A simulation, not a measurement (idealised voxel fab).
process module | voxel released beams
cross-section cut | 225 nm wide | cells 5 nm
A cross-section is a grid of square cells, given in bands from the top down. A band is one or more rows of cells.
Each band's line starts with the height of the band's top and of its bottom, in nm. Then come its materials from left to right, each with its width in nm. One material with "throughout" fills the band from edge to edge. "air" is empty space.
Height 0 is the level under which the wafer as received is all one material. The lowest band goes on downwards, as in "0 down".
A width such as "30 to 40" changes by the same amount from each row of cells to the next, from the band's top row to its bottom row.
"no change" after a step means that no cell of the cross-section changed.
closed voids: empty space of 8 cells or more with no open way to the top, each as width x height at its distance from the left edge, in nm
after a step's settings: what the simulator itself notes on the step
overlay nm, on a step with a mask: how far to the right of its planned place the mask lay; to the left if negative
plan
1 op RECEIVE | material Si
2 op CONFORMAL_DEP | material Al2O3 | thk nm 10
3 op DIRECTIONAL_DEP | material SiO2 | thk nm 15
4 op MASKED_ETCH | tone open | mask id ANCHOR | width nm 45 | etch materials SiO2 | depth nm 15 | overlay nm 0
5 op CONFORMAL_DEP | material polySi | thk nm 15
6 op MASKED_ETCH | tone cover | mask id BEAM | width nm 100 | etch materials polySi | depth nm 15 | overlay nm 0
7 op STRIP | etch materials SiO2
as received, after step 1
  0 down: Si throughout
  closed voids: none
a wafer at the end: this start, this plan, one mistake
  40 to 25: air 70 | polySi 10 | air 15 | polySi 75 | air 55
  25 to 10: air 65 | polySi 45 | air 115
  10 to 0: Al2O3 throughout
  0 down: Si throughout
  closed voids: none
what went wrong: step 6 ran as: op MASKED_ETCH | tone cover | mask id BEAM | width nm 100 | etch materials polySi | depth nm 15 | overlay nm 10
